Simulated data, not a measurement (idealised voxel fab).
A process module follows: voxel wiring stack.
Section cut is 235 nm wide and gridded with 5 nm square cells.
In this document a cross-section is written as a grid of square cells. It is given as a series of bands, listed from the top down, and a band is one or more rows of cells.
For a band, the entry starts with two heights in nm, that of the top and then that of the bottom, and carries on with the band's materials in order from left to right, each alongside its width in nm; the word "everywhere" beside a single material means it fills the band edge to edge, and "blank" means empty space.
Heights from 0 (as-received wafer is one material below). Bottom band endless downward, as "0 -> down".
Quick explanation for "30->40": the width changes in equal steps down the rows of cells, from the first number in the band's top row to the second number in its bottom row.
"no alteration" (step): cross-section cells unchanged, all of them.
Entry "Closed cavities". Content: empty spaces with no open connection to the top, size 8 cells or greater. Each: width x height at distance. Distance: from left edge. Unit: nm.
Heads up: the bit after the settings on a step's line is the simulator's remark on that step.
overlay nm: right-of-plan distance of the mask on a masked step; negative values mean left-of-plan.
Intended process steps
| 1 | RECEIVE | material Si |
| 2 | CONFORMAL_DEP | material SiO2 | thk nm 10 |
| 3 | DIRECTIONAL_DEP | material TiN | thk nm 5 |
| 4 | DIRECTIONAL_DEP | material W | thk nm 15 |
| 5 | MASKED_ETCH | tone cover | mask id METAL_1 | width nm 20 | pitch nm 50 | etch materials W | depth nm 15 | overlay nm 0 |
| 6 | MASKED_ETCH | tone cover | mask id METAL_1 | width nm 20 | pitch nm 50 | etch materials TiN | depth nm 5 | overlay nm 0 |
| 7 | FILL_DEP | material SiO2 | thk nm 10 |
| 8 | CMP | height nm 30 |
| 9 | CONFORMAL_DEP | material SiCN | thk nm 5 |
| 10 | DIRECTIONAL_DEP | material lowk | thk nm 25 |
| 11 | MASKED_ETCH | tone open | mask id METAL_2 | width nm 20 | pitch nm 50 | etch materials lowk | depth nm 15 | overlay nm 0 |
| 12 | PATTERN | tone open | mask id METAL_2_HOLES | material resist | width nm 15 | pitch nm 50 | thk nm 15 | overlay nm 0 |
| 13 | DIRECTIONAL_ETCH | etch materials lowk | depth nm 10 |
| 14 | DIRECTIONAL_ETCH | etch materials SiCN | depth nm 5 |
| 15 | STRIP | etch materials resist |
| 16 | CONFORMAL_DEP | material TiN | thk nm 5 |
| 17 | FILL_DEP | material Ru | thk nm 5 |
| 18 | CMP | height nm 60 |
| 19 | CONFORMAL_DEP | material SiCN | thk nm 5 |
| 20 | DIRECTIONAL_DEP | material SiO2 | thk nm 20 |
| 21 | MASKED_ETCH | tone open | mask id PLUG_2 | width nm 15 | pitch nm 100 | etch materials SiO2 | depth nm 20 | overlay nm 0 |
| 22 | MASKED_ETCH | tone open | mask id PLUG_2 | width nm 15 | pitch nm 100 | etch materials SiCN | depth nm 5 | overlay nm 0 |
| 23 | CONFORMAL_DEP | material TiN | thk nm 5 |
| 24 | FILL_DEP | material Cu | thk nm 5 |
| 25 | CMP | height nm 85 |
| 26 | CONFORMAL_DEP | material SiN | thk nm 5 |
| 27 | DIRECTIONAL_DEP | material lowk | thk nm 20 |
| 28 | DIRECTIONAL_DEP | material aC | thk nm 10 |
| 29 | PATTERN | tone open | mask id METAL_3 | material resist | width nm 20 | pitch nm 50 | thk nm 30 | overlay nm 0 |
| 30 | DIRECTIONAL_ETCH | etch materials aC | depth nm 10 |
| 31 | STRIP | etch materials resist |
| 32 | DIRECTIONAL_ETCH | etch materials lowk | depth nm 20 |
| 33 | DIRECTIONAL_ETCH | etch materials SiN | depth nm 5 |
| 34 | STRIP | etch materials aC |
| 35 | CONFORMAL_DEP | material TiN | thk nm 5 |
| 36 | FILL_DEP | material Cu | thk nm 5 |
| 37 | CMP | height nm 110 |
| 38 | EPI | material Ru | thk nm 5 |
| 39 | FILL_DEP | material SiCN | thk nm 5 |
On the first of the two wafers: run conducted according to plan
Wafer cross-section on receipt, i.e. after step 1
- 0 -> down = Si everywhere
- Closed cavities: none
Step 2 done - wafer cross-section
- 10 -> 0 = SiO2 everywhere
- Everything below 0 is unchanged.
Step 3 done - wafer cross-section
- 15 -> 10 = TiN everywhere
- Everything below 10 is unchanged.
Step 4 done - wafer cross-section
- 30 -> 15 = W everywhere
- Everything below 15 is unchanged.
Step 5 done - wafer cross-section
- 30 -> 15 = blank: 30, then W: 20, then blank: 30, then W: 20, then blank: 30, then W: 20, then blank: 30, then W: 20, then blank: 35
- Everything below 15 is unchanged.
Step 6 done - wafer cross-section
- 30 -> 15 = blank: 30, then W: 20, then blank: 30, then W: 20, then blank: 30, then W: 20, then blank: 30, then W: 20, then blank: 35
- 15 -> 10 = blank: 30, then TiN: 20, then blank: 30, then TiN: 20, then blank: 30, then TiN: 20, then blank: 30, then TiN: 20, then blank: 35
- Everything below 10 is unchanged.
Step 7 done - wafer cross-section
- 40 -> 30 = SiO2 everywhere
- 30 -> 15 = SiO2: 30, then W: 20, then SiO2: 30, then W: 20, then SiO2: 30, then W: 20, then SiO2: 30, then W: 20, then SiO2: 35
- 15 -> 10 = SiO2: 30, then TiN: 20, then SiO2: 30, then TiN: 20, then SiO2: 30, then TiN: 20, then SiO2: 30, then TiN: 20, then SiO2: 35
- Everything below 10 is unchanged.
Step 8 done - wafer cross-section
- 30 -> 15 = SiO2: 30, then W: 20, then SiO2: 30, then W: 20, then SiO2: 30, then W: 20, then SiO2: 30, then W: 20, then SiO2: 35
- Everything below 15 is unchanged.
Step 9 done - wafer cross-section
- 35 -> 30 = SiCN everywhere
- Everything below 30 is unchanged.
Step 10 done - wafer cross-section
- 60 -> 35 = lowk everywhere
- Everything below 35 is unchanged.
Step 11 done - wafer cross-section
- 60 -> 45 = lowk: 30, then blank: 20, then lowk: 30, then blank: 20, then lowk: 30, then blank: 20, then lowk: 30, then blank: 20, then lowk: 35
- Everything below 45 is unchanged.
Step 12 done - wafer cross-section
- 75 -> 60 = resist: 30, then blank: 15, then resist: 35, then blank: 15, then resist: 35, then blank: 15, then resist: 35, then blank: 15, then resist: 40
- 60 -> 45 = lowk: 30, then blank: 15, then resist: 5, then lowk: 30, then blank: 15, then resist: 5, then lowk: 30, then blank: 15, then resist: 5, then lowk: 30, then blank: 15, then resist: 5, then lowk: 35
- Everything below 45 is unchanged.
Step 13 done - wafer cross-section
- 75 -> 60 = resist: 30, then blank: 15, then resist: 35, then blank: 15, then resist: 35, then blank: 15, then resist: 35, then blank: 15, then resist: 40
- 60 -> 45 = lowk: 30, then blank: 15, then resist: 5, then lowk: 30, then blank: 15, then resist: 5, then lowk: 30, then blank: 15, then resist: 5, then lowk: 30, then blank: 15, then resist: 5, then lowk: 35
- 45 -> 35 = lowk: 30, then blank: 15, then lowk: 35, then blank: 15, then lowk: 35, then blank: 15, then lowk: 35, then blank: 15, then lowk: 40
- Everything below 35 is unchanged.
Step 14 done - wafer cross-section
- 75 -> 60 = resist: 30, then blank: 15, then resist: 35, then blank: 15, then resist: 35, then blank: 15, then resist: 35, then blank: 15, then resist: 40
- 60 -> 45 = lowk: 30, then blank: 15, then resist: 5, then lowk: 30, then blank: 15, then resist: 5, then lowk: 30, then blank: 15, then resist: 5, then lowk: 30, then blank: 15, then resist: 5, then lowk: 35
- 45 -> 35 = lowk: 30, then blank: 15, then lowk: 35, then blank: 15, then lowk: 35, then blank: 15, then lowk: 35, then blank: 15, then lowk: 40
- 35 -> 30 = SiCN: 30, then blank: 15, then SiCN: 35, then blank: 15, then SiCN: 35, then blank: 15, then SiCN: 35, then blank: 15, then SiCN: 40
- Everything below 30 is unchanged.
Step 15 done - wafer cross-section
- 60 -> 45 = lowk: 30, then blank: 20, then lowk: 30, then blank: 20, then lowk: 30, then blank: 20, then lowk: 30, then blank: 20, then lowk: 35
- Everything below 45 is unchanged.
Step 16 done - wafer cross-section
- 65 -> 60 = TiN: 35, then blank: 10, then TiN: 40, then blank: 10, then TiN: 40, then blank: 10, then TiN: 40, then blank: 10, then TiN: 40
- 60 -> 50 = lowk: 30, then TiN: 5, then blank: 10, then TiN: 5, then lowk: 30, then TiN: 5, then blank: 10, then TiN: 5, then lowk: 30, then TiN: 5, then blank: 10, then TiN: 5, then lowk: 30, then TiN: 5, then blank: 10, then TiN: 5, then lowk: 35
- 50 -> 45 = lowk: 30, then TiN: 5, then blank: 5, then TiN: 10, then lowk: 30, then TiN: 5, then blank: 5, then TiN: 10, then lowk: 30, then TiN: 5, then blank: 5, then TiN: 10, then lowk: 30, then TiN: 5, then blank: 5, then TiN: 10, then lowk: 35
- 45 -> 35 = lowk: 30, then TiN: 5, then blank: 5, then TiN: 5, then lowk: 35, then TiN: 5, then blank: 5, then TiN: 5, then lowk: 35, then TiN: 5, then blank: 5, then TiN: 5, then lowk: 35, then TiN: 5, then blank: 5, then TiN: 5, then lowk: 40
- 35 -> 30 = SiCN: 30, then TiN: 15, then SiCN: 35, then TiN: 15, then SiCN: 35, then TiN: 15, then SiCN: 35, then TiN: 15, then SiCN: 40
- Everything below 30 is unchanged.
Step 17 done - wafer cross-section
- 70 -> 65 = Ru everywhere
- 65 -> 60 = TiN: 35, then Ru: 10, then TiN: 40, then Ru: 10, then TiN: 40, then Ru: 10, then TiN: 40, then Ru: 10, then TiN: 40
- 60 -> 50 = lowk: 30, then TiN: 5, then Ru: 10, then TiN: 5, then lowk: 30, then TiN: 5, then Ru: 10, then TiN: 5, then lowk: 30, then TiN: 5, then Ru: 10, then TiN: 5, then lowk: 30, then TiN: 5, then Ru: 10, then TiN: 5, then lowk: 35
- 50 -> 45 = lowk: 30, then TiN: 5, then Ru: 5, then TiN: 10, then lowk: 30, then TiN: 5, then Ru: 5, then TiN: 10, then lowk: 30, then TiN: 5, then Ru: 5, then TiN: 10, then lowk: 30, then TiN: 5, then Ru: 5, then TiN: 10, then lowk: 35
- 45 -> 35 = lowk: 30, then TiN: 5, then Ru: 5, then TiN: 5, then lowk: 35, then TiN: 5, then Ru: 5, then TiN: 5, then lowk: 35, then TiN: 5, then Ru: 5, then TiN: 5, then lowk: 35, then TiN: 5, then Ru: 5, then TiN: 5, then lowk: 40
- Everything below 35 is unchanged.
Step 18 done - wafer cross-section
- 60 -> 50 = lowk: 30, then TiN: 5, then Ru: 10, then TiN: 5, then lowk: 30, then TiN: 5, then Ru: 10, then TiN: 5, then lowk: 30, then TiN: 5, then Ru: 10, then TiN: 5, then lowk: 30, then TiN: 5, then Ru: 10, then TiN: 5, then lowk: 35
- Everything below 50 is unchanged.
Step 19 done - wafer cross-section
- 65 -> 60 = SiCN everywhere
- Everything below 60 is unchanged.
Step 20 done - wafer cross-section
- 85 -> 65 = SiO2 everywhere
- Everything below 65 is unchanged.
Step 21 done - wafer cross-section
- 85 -> 65 = SiO2: 30, then blank: 15, then SiO2: 85, then blank: 15, then SiO2: 90
- Everything below 65 is unchanged.
Step 22 done - wafer cross-section
- 85 -> 65 = SiO2: 30, then blank: 15, then SiO2: 85, then blank: 15, then SiO2: 90
- 65 -> 60 = SiCN: 30, then blank: 15, then SiCN: 85, then blank: 15, then SiCN: 90
- Everything below 60 is unchanged.
Step 23 done - wafer cross-section
- 90 -> 85 = TiN: 35, then blank: 5, then TiN: 95, then blank: 5, then TiN: 95
- 85 -> 65 = SiO2: 30, then TiN: 5, then blank: 5, then TiN: 5, then SiO2: 85, then TiN: 5, then blank: 5, then TiN: 5, then SiO2: 90
- 65 -> 60 = SiCN: 30, then TiN: 15, then SiCN: 85, then TiN: 15, then SiCN: 90
- Everything below 60 is unchanged.
Step 24 done - wafer cross-section
- 95 -> 90 = Cu everywhere
- 90 -> 85 = TiN: 35, then Cu: 5, then TiN: 95, then Cu: 5, then TiN: 95
- 85 -> 65 = SiO2: 30, then TiN: 5, then Cu: 5, then TiN: 5, then SiO2: 85, then TiN: 5, then Cu: 5, then TiN: 5, then SiO2: 90
- Everything below 65 is unchanged.
Step 25 done - wafer cross-section
- 85 -> 65 = SiO2: 30, then TiN: 5, then Cu: 5, then TiN: 5, then SiO2: 85, then TiN: 5, then Cu: 5, then TiN: 5, then SiO2: 90
- Everything below 65 is unchanged.
Step 26 done - wafer cross-section
- 90 -> 85 = SiN everywhere
- Everything below 85 is unchanged.
Step 27 done - wafer cross-section
- 110 -> 90 = lowk everywhere
- Everything below 90 is unchanged.
Step 28 done - wafer cross-section
- 120 -> 110 = aC everywhere
- Everything below 110 is unchanged.
Step 29 done - wafer cross-section
- 150 -> 120 = resist: 30, then blank: 20, then resist: 30, then blank: 20, then resist: 30, then blank: 20, then resist: 30, then blank: 20, then resist: 35
- Everything below 120 is unchanged.
Step 30 done - wafer cross-section
- 140 -> 120 = resist: 30, then blank: 20, then resist: 30, then blank: 20, then resist: 30, then blank: 20, then resist: 30, then blank: 20, then resist: 35
- 120 -> 110 = aC: 30, then blank: 20, then aC: 30, then blank: 20, then aC: 30, then blank: 20, then aC: 30, then blank: 20, then aC: 35
- Everything below 110 is unchanged.
Step 31 done - wafer cross-section
- 120 -> 110 = aC: 30, then blank: 20, then aC: 30, then blank: 20, then aC: 30, then blank: 20, then aC: 30, then blank: 20, then aC: 35
- Everything below 110 is unchanged.
Step 32 done - wafer cross-section
- 120 -> 110 = aC: 30, then blank: 20, then aC: 30, then blank: 20, then aC: 30, then blank: 20, then aC: 30, then blank: 20, then aC: 35
- 110 -> 90 = lowk: 30, then blank: 20, then lowk: 30, then blank: 20, then lowk: 30, then blank: 20, then lowk: 30, then blank: 20, then lowk: 35
- Everything below 90 is unchanged.
Step 33 done - wafer cross-section
- 120 -> 110 = aC: 30, then blank: 20, then aC: 30, then blank: 20, then aC: 30, then blank: 20, then aC: 30, then blank: 20, then aC: 35
- 110 -> 90 = lowk: 30, then blank: 20, then lowk: 30, then blank: 20, then lowk: 30, then blank: 20, then lowk: 30, then blank: 20, then lowk: 35
- 90 -> 85 = SiN: 30, then blank: 20, then SiN: 30, then blank: 20, then SiN: 30, then blank: 20, then SiN: 30, then blank: 20, then SiN: 35
- Everything below 85 is unchanged.
Step 34 done - wafer cross-section
- 110 -> 90 = lowk: 30, then blank: 20, then lowk: 30, then blank: 20, then lowk: 30, then blank: 20, then lowk: 30, then blank: 20, then lowk: 35
- Everything below 90 is unchanged.
Step 35 done - wafer cross-section
- 115 -> 110 = TiN: 35, then blank: 10, then TiN: 40, then blank: 10, then TiN: 40, then blank: 10, then TiN: 40, then blank: 10, then TiN: 40
- 110 -> 90 = lowk: 30, then TiN: 5, then blank: 10, then TiN: 5, then lowk: 30, then TiN: 5, then blank: 10, then TiN: 5, then lowk: 30, then TiN: 5, then blank: 10, then TiN: 5, then lowk: 30, then TiN: 5, then blank: 10, then TiN: 5, then lowk: 35
- 90 -> 85 = SiN: 30, then TiN: 20, then SiN: 30, then TiN: 20, then SiN: 30, then TiN: 20, then SiN: 30, then TiN: 20, then SiN: 35
- Everything below 85 is unchanged.
Step 36 done - wafer cross-section
- 120 -> 115 = Cu everywhere
- 115 -> 110 = TiN: 35, then Cu: 10, then TiN: 40, then Cu: 10, then TiN: 40, then Cu: 10, then TiN: 40, then Cu: 10, then TiN: 40
- 110 -> 90 = lowk: 30, then TiN: 5, then Cu: 10, then TiN: 5, then lowk: 30, then TiN: 5, then Cu: 10, then TiN: 5, then lowk: 30, then TiN: 5, then Cu: 10, then TiN: 5, then lowk: 30, then TiN: 5, then Cu: 10, then TiN: 5, then lowk: 35
- Everything below 90 is unchanged.
Step 37 done - wafer cross-section
- 110 -> 90 = lowk: 30, then TiN: 5, then Cu: 10, then TiN: 5, then lowk: 30, then TiN: 5, then Cu: 10, then TiN: 5, then lowk: 30, then TiN: 5, then Cu: 10, then TiN: 5, then lowk: 30, then TiN: 5, then Cu: 10, then TiN: 5, then lowk: 35
- Everything below 90 is unchanged.
Step 38 done - wafer cross-section
- 115 -> 110 = blank: 25, then Ru: 30, then blank: 20, then Ru: 30, then blank: 20, then Ru: 30, then blank: 20, then Ru: 30, then blank: 30
- Everything below 110 is unchanged.
Step 39 done - wafer cross-section
- 120 -> 115 = SiCN everywhere
- 115 -> 110 = SiCN: 25, then Ru: 30, then SiCN: 20, then Ru: 30, then SiCN: 20, then Ru: 30, then SiCN: 20, then Ru: 30, then SiCN: 30
- Everything below 110 is unchanged.
The Second Wafer: Common Origin and Plan, One Mistake in Execution, Identical to the First Through Step 21
Second wafer profile in section, at the moment step 22 of the plan was meant to be complete
- 85 -> 65 = SiO2: 30, then blank: 15, then SiO2: 85, then blank: 15, then SiO2: 90
- 65 -> 60 = SiCN: 30, then blank: 10, then SiCN: 90, then blank: 10, then SiCN: 95
- Everything below 60 is unchanged.
Second wafer profile in section, at the moment step 23 of the plan was meant to be complete
- 90 -> 85 = TiN: 35, then blank: 5, then TiN: 95, then blank: 5, then TiN: 95
- 85 -> 70 = SiO2: 30, then TiN: 5, then blank: 5, then TiN: 5, then SiO2: 85, then TiN: 5, then blank: 5, then TiN: 5, then SiO2: 90
- 70 -> 65 = SiO2: 30, then TiN: 15, then SiO2: 85, then TiN: 15, then SiO2: 90
- 65 -> 60 = SiCN: 30, then TiN: 10, then SiCN: 90, then TiN: 10, then SiCN: 95
- Everything below 60 is unchanged.
Second wafer profile in section, at the moment step 24 of the plan was meant to be complete
- 95 -> 90 = Cu everywhere
- 90 -> 85 = TiN: 35, then Cu: 5, then TiN: 95, then Cu: 5, then TiN: 95
- 85 -> 70 = SiO2: 30, then TiN: 5, then Cu: 5, then TiN: 5, then SiO2: 85, then TiN: 5, then Cu: 5, then TiN: 5, then SiO2: 90
- Everything below 70 is unchanged.
Second wafer profile in section, at the moment step 25 of the plan was meant to be complete
- 85 -> 70 = SiO2: 30, then TiN: 5, then Cu: 5, then TiN: 5, then SiO2: 85, then TiN: 5, then Cu: 5, then TiN: 5, then SiO2: 90
- Everything below 70 is unchanged.
Second wafer profile in section, at the moment step 26 of the plan was meant to be complete
- 90 -> 85 = SiN everywhere
- Everything below 85 is unchanged.
Second wafer profile in section, at the moment step 27 of the plan was meant to be complete
- 110 -> 90 = lowk everywhere
- Everything below 90 is unchanged.
Second wafer profile in section, at the moment step 28 of the plan was meant to be complete
- 120 -> 110 = aC everywhere
- Everything below 110 is unchanged.
Second wafer profile in section, at the moment step 29 of the plan was meant to be complete
- 150 -> 120 = resist: 30, then blank: 20, then resist: 30, then blank: 20, then resist: 30, then blank: 20, then resist: 30, then blank: 20, then resist: 35
- Everything below 120 is unchanged.
Second wafer profile in section, at the moment step 30 of the plan was meant to be complete
- 140 -> 120 = resist: 30, then blank: 20, then resist: 30, then blank: 20, then resist: 30, then blank: 20, then resist: 30, then blank: 20, then resist: 35
- 120 -> 110 = aC: 30, then blank: 20, then aC: 30, then blank: 20, then aC: 30, then blank: 20, then aC: 30, then blank: 20, then aC: 35
- Everything below 110 is unchanged.
Second wafer profile in section, at the moment step 31 of the plan was meant to be complete
- 120 -> 110 = aC: 30, then blank: 20, then aC: 30, then blank: 20, then aC: 30, then blank: 20, then aC: 30, then blank: 20, then aC: 35
- Everything below 110 is unchanged.
Second wafer profile in section, at the moment step 32 of the plan was meant to be complete
- 120 -> 110 = aC: 30, then blank: 20, then aC: 30, then blank: 20, then aC: 30, then blank: 20, then aC: 30, then blank: 20, then aC: 35
- 110 -> 90 = lowk: 30, then blank: 20, then lowk: 30, then blank: 20, then lowk: 30, then blank: 20, then lowk: 30, then blank: 20, then lowk: 35
- Everything below 90 is unchanged.
Second wafer profile in section, at the moment step 33 of the plan was meant to be complete
- 120 -> 110 = aC: 30, then blank: 20, then aC: 30, then blank: 20, then aC: 30, then blank: 20, then aC: 30, then blank: 20, then aC: 35
- 110 -> 90 = lowk: 30, then blank: 20, then lowk: 30, then blank: 20, then lowk: 30, then blank: 20, then lowk: 30, then blank: 20, then lowk: 35
- 90 -> 85 = SiN: 30, then blank: 20, then SiN: 30, then blank: 20, then SiN: 30, then blank: 20, then SiN: 30, then blank: 20, then SiN: 35
- Everything below 85 is unchanged.
Second wafer profile in section, at the moment step 34 of the plan was meant to be complete
- 110 -> 90 = lowk: 30, then blank: 20, then lowk: 30, then blank: 20, then lowk: 30, then blank: 20, then lowk: 30, then blank: 20, then lowk: 35
- Everything below 90 is unchanged.
Second wafer profile in section, at the moment step 35 of the plan was meant to be complete
- 115 -> 110 = TiN: 35, then blank: 10, then TiN: 40, then blank: 10, then TiN: 40, then blank: 10, then TiN: 40, then blank: 10, then TiN: 40
- 110 -> 90 = lowk: 30, then TiN: 5, then blank: 10, then TiN: 5, then lowk: 30, then TiN: 5, then blank: 10, then TiN: 5, then lowk: 30, then TiN: 5, then blank: 10, then TiN: 5, then lowk: 30, then TiN: 5, then blank: 10, then TiN: 5, then lowk: 35
- 90 -> 85 = SiN: 30, then TiN: 20, then SiN: 30, then TiN: 20, then SiN: 30, then TiN: 20, then SiN: 30, then TiN: 20, then SiN: 35
- Everything below 85 is unchanged.
Second wafer profile in section, at the moment step 36 of the plan was meant to be complete
- 120 -> 115 = Cu everywhere
- 115 -> 110 = TiN: 35, then Cu: 10, then TiN: 40, then Cu: 10, then TiN: 40, then Cu: 10, then TiN: 40, then Cu: 10, then TiN: 40
- 110 -> 90 = lowk: 30, then TiN: 5, then Cu: 10, then TiN: 5, then lowk: 30, then TiN: 5, then Cu: 10, then TiN: 5, then lowk: 30, then TiN: 5, then Cu: 10, then TiN: 5, then lowk: 30, then TiN: 5, then Cu: 10, then TiN: 5, then lowk: 35
- Everything below 90 is unchanged.
Second wafer profile in section, at the moment step 37 of the plan was meant to be complete
- 110 -> 90 = lowk: 30, then TiN: 5, then Cu: 10, then TiN: 5, then lowk: 30, then TiN: 5, then Cu: 10, then TiN: 5, then lowk: 30, then TiN: 5, then Cu: 10, then TiN: 5, then lowk: 30, then TiN: 5, then Cu: 10, then TiN: 5, then lowk: 35
- Everything below 90 is unchanged.
Second wafer profile in section, at the moment step 38 of the plan was meant to be complete
- 115 -> 110 = blank: 25, then Ru: 30, then blank: 20, then Ru: 30, then blank: 20, then Ru: 30, then blank: 20, then Ru: 30, then blank: 30
- Everything below 110 is unchanged.
Second wafer profile in section, at the moment step 39 of the plan was meant to be complete
- 120 -> 115 = SiCN everywhere
- 115 -> 110 = SiCN: 25, then Ru: 30, then SiCN: 20, then Ru: 30, then SiCN: 20, then Ru: 30, then SiCN: 20, then Ru: 30, then SiCN: 30
- Everything below 110 is unchanged.
Nonconformance to the process plan: step 22 ran with different settings than intended, the actual operation and settings being MASKED_ETCH | tone open | mask id PLUG_2 | width nm 15 | pitch nm 100 | etch materials SiCN | depth nm 5 | overlay nm -5
Cell-count delta at end, second wafer over first, by material: -2 Cu | +2 SiCN
